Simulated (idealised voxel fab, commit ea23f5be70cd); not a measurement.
Herein follows the process module entitled voxel wiring stack.
Cross-section cut: width 175 nm, square cells of 5 nm.
The cross-sections in this document take the form of a grid made of square cells. They are written out as bands, in order from top to bottom. Each band consists of one or more rows of cells.
First you get the band's top height and its bottom height, in nm, and then the materials it's made of, left to right, with each width in nm. If you see a single material with "edge to edge", that one covers the band edge to edge. "air" is empty space.
It should be noted that heights are counted from 0, beneath which the wafer as supplied is of one material throughout, and that the lowest band possesses no lower boundary but continues downward, as written in "0 nm and below".
Width "30..40": first value at the band's top row of cells, second value at its bottom row, equal change from row to row.
"no change occurred" after a step means that no cell of the cross-section changed.
"Encapsulated voids" lists enclosed empty spaces (at least 8 cells, no open path upward to the top), each as width x height at distance from the left edge, in nm.
If you see something after the settings on a step's line, that's the simulator's own remark about that step.
overlay nm, on a step with a mask: how far to the right of its planned place the mask lay; to the left if negative
# The planned process steps are enumerated hereunder
1: RECEIVE with material Si
2: CONFORMAL_DEP with material SiO2, thk nm 15
3: DIRECTIONAL_DEP with material TiN, thk nm 5
4: DIRECTIONAL_DEP with material Ru, thk nm 15
5: MASKED_ETCH with tone cover, mask id METAL_1, width nm 25, pitch nm 55, etch materials Ru, depth nm 15, overlay nm 0
6: MASKED_ETCH with tone cover, mask id METAL_1, width nm 25, pitch nm 55, etch materials TiN, depth nm 5, overlay nm 0
7: FILL_DEP with material lowk, thk nm 5
8: CMP with height nm 35
9: CONFORMAL_DEP with material SiCN, thk nm 5
10: DIRECTIONAL_DEP with material lowk, thk nm 10
11: DIRECTIONAL_DEP with material aC, thk nm 15
12: PATTERN with tone open, mask id PLUG_1, material resist, width nm 15, pitch nm 55, thk nm 30, overlay nm 0
13: DIRECTIONAL_ETCH with etch materials aC, depth nm 15
14: STRIP with etch materials resist
15: DIRECTIONAL_ETCH with etch materials lowk, depth nm 10
16: DIRECTIONAL_ETCH with etch materials SiCN, depth nm 5
17: STRIP with etch materials aC
18: CONFORMAL_DEP with material TiN, thk nm 5
19: FILL_DEP with material Ru, thk nm 5
20: CMP with height nm 50
21: CONFORMAL_DEP with material SiCN, thk nm 5
22: DIRECTIONAL_DEP with material SiO2, thk nm 15
23: PATTERN with tone open, mask id METAL_2, material resist, width nm 25, pitch nm 55, thk nm 15, overlay nm 0
24: DIRECTIONAL_ETCH with etch materials SiO2, depth nm 15
25: DIRECTIONAL_ETCH with etch materials SiCN, depth nm 5
26: STRIP with etch materials resist
27: CONFORMAL_DEP with material TiN, thk nm 5
28: FILL_DEP with material Ru, thk nm 5
29: CMP with height nm 70
30: CONFORMAL_DEP with material SiCN, thk nm 5
31: DIRECTIONAL_DEP with material SiO2, thk nm 30
32: MASKED_ETCH with tone open, mask id METAL_3_HOLES, width nm 15, etch materials SiO2, depth nm 30, overlay nm 0
33: MASKED_ETCH with tone open, mask id METAL_3, width nm 25, pitch nm 55, etch materials SiO2, depth nm 15, overlay nm 0
34: MASKED_ETCH with tone open, mask id METAL_3, width nm 25, pitch nm 55, etch materials SiCN, depth nm 5, overlay nm 0
35: CONFORMAL_DEP with material TiN, thk nm 5
36: FILL_DEP with material Ru, thk nm 5
37: CMP with height nm 105
38: CONFORMAL_DEP with material SiCN, thk nm 5
# As-received wafer cross-section (after step 1)
- 0 nm and below: Si edge to edge
- Encapsulated voids: none
# Below is the wafer in cross-section after the module was completed. It began from the starting point shown above and followed the plan shown above, except that one mistake was made while running it
- 110 nm to 105 nm: SiCN edge to edge
- 105 nm to 95 nm: 45 SiO2, then 5 TiN, then 15 Ru, then 5 TiN, then 30 SiO2, then 5 TiN, then 15 Ru, then 5 TiN, then 50 SiO2
- 95 nm to 90 nm: 45 SiO2, then 5 TiN, then 5 Ru, then 15 TiN, then 30 SiO2, then 25 TiN, then 50 SiO2
- 90 nm to 75 nm: 45 SiO2, then 5 TiN, then 5 Ru, then 5 TiN, then 115 SiO2
- 75 nm to 70 nm: 45 SiCN, then 15 TiN, then 115 SiCN
- 70 nm to 55 nm: 45 SiO2, then 5 TiN, then 15 Ru, then 5 TiN, then 30 SiO2, then 5 TiN, then 15 Ru, then 5 TiN, then 50 SiO2
- 55 nm to 50 nm: 45 SiCN, then 25 TiN, then 30 SiCN, then 25 TiN, then 50 SiCN
- 50 nm to 40 nm: 45 lowk, then 5 TiN, then 5 Ru, then 5 TiN, then 40 lowk, then 5 TiN, then 5 Ru, then 5 TiN, then 60 lowk
- 40 nm to 35 nm: 45 SiCN, then 15 TiN, then 40 SiCN, then 15 TiN, then 60 SiCN
- 35 nm to 20 nm: 45 lowk, then 25 Ru, then 30 lowk, then 25 Ru, then 50 lowk
- 20 nm to 5 nm: SiO2 edge to edge
- 5 nm to 0 nm: TiN edge to edge
- 0 nm and below: Si edge to edge
- Encapsulated voids: none
Heads up, the wafer didn't run the way we planned it: the intended sequence of steps 2 and 3 was reversed during processing, with each occupying the position of the other
